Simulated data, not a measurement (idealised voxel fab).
This is a process module. Its name is voxel self aligned vias.
cross-section cut | 175 nm wide | cells 5 nm
Cross-section = grid of square cells, listed top down in bands; band = one or more rows. The entry gives the band's vertical extent as a top height and a bottom height in nm, then its horizontal make-up as materials from left to right, each with a width in nm. "empty" stands for empty space; a single material marked "throughout" fills the band edge to edge. Convention: height 0 is the level below which the wafer, as received, is all one material. The lowest band does not terminate at the bottom but continues downward, represented as "z 0 and below". A width such as "30 to 40" changes by the same amount from each row of cells to the next, from the band's top row to its bottom row. Where the words "everything unchanged" appear for a step, the cross-section shows no cell changed by that step; every cell remained as before. Entry "Closed void list" = empty spaces >= 8 cells with no open way to the top; each as width x height at distance, distance from left edge, all nm. Text after the settings on a step's line: the simulator's own remark on that step. "overlay nm", when on a step's line for a step with a mask, measures how far to the right of its planned place the mask lay; a negative measure means to the left.
**Set out below are the planned steps of the process**
1. RECEIVE | material Si
2. CONFORMAL_DEP | material SiO2 | thk nm 10
3. CONFORMAL_DEP | material SiCN | thk nm 5
4. DIRECTIONAL_DEP | material lowk | thk nm 30
5. PATTERN | tone open | mask id LINES | material resist | width nm 30 | pitch nm 65 | thk nm 15 | overlay nm 0
6. DIRECTIONAL_ETCH | etch materials lowk | depth nm 30
7. STRIP | etch materials resist
8. CONFORMAL_DEP | material TiN | thk nm 5
9. FILL_DEP | material W | thk nm 10
10. CMP | height nm 45
11. SELECTIVE_ETCH | etch materials W Ru TiN | depth nm 10
12. FILL_DEP | material SiN | thk nm 5
13. CMP | height nm 45
14. DIRECTIONAL_DEP | material lowk | thk nm 20
15. PATTERN | tone open | mask id VIAS | material resist | width nm 40 | thk nm 20 | overlay nm 0
16. DIRECTIONAL_ETCH | etch materials lowk | depth nm 20
17. DIRECTIONAL_ETCH | etch materials SiN | depth nm 10
18. STRIP | etch materials resist
19. CONFORMAL_DEP | material TiN | thk nm 5
20. FILL_DEP | material Cu | thk nm 10
21. CMP | height nm 65
22. CONFORMAL_DEP | material SiN | thk nm 5
**Cross-section, incoming material, after step 1**
> z 0 and below: Si throughout
> Closed void list: none
**a wafer at the end: this start, this plan, one mistake**
> z 85 to 80: SiN throughout
> z 80 to 70: Cu throughout
> z 70 to 65: TiN: 40; Cu: 30; TiN: 105
> z 65 to 50: lowk: 35; TiN: 5; Cu: 30; TiN: 5; lowk: 100
> z 50 to 45: lowk: 35; TiN: 10; Cu: 20; TiN: 10; lowk: 100
> z 45 to 40: lowk: 40; TiN: 5; Cu: 20; TiN: 5; lowk: 35; SiN: 30; lowk: 40
> z 40 to 35: lowk: 40; TiN: 30; lowk: 35; SiN: 30; lowk: 40
> z 35 to 20: lowk: 40; TiN: 5; W: 20; TiN: 5; lowk: 35; TiN: 5; W: 20; TiN: 5; lowk: 40
> z 20 to 15: lowk: 40; TiN: 30; lowk: 35; TiN: 30; lowk: 40
> z 15 to 10: SiCN throughout
> z 10 to 0: SiO2 throughout
> z 0 and below: Si throughout
> Closed void list: none
Which mistake was made when the wafer was run? with respect to the plan, step 21 was omitted and not executed
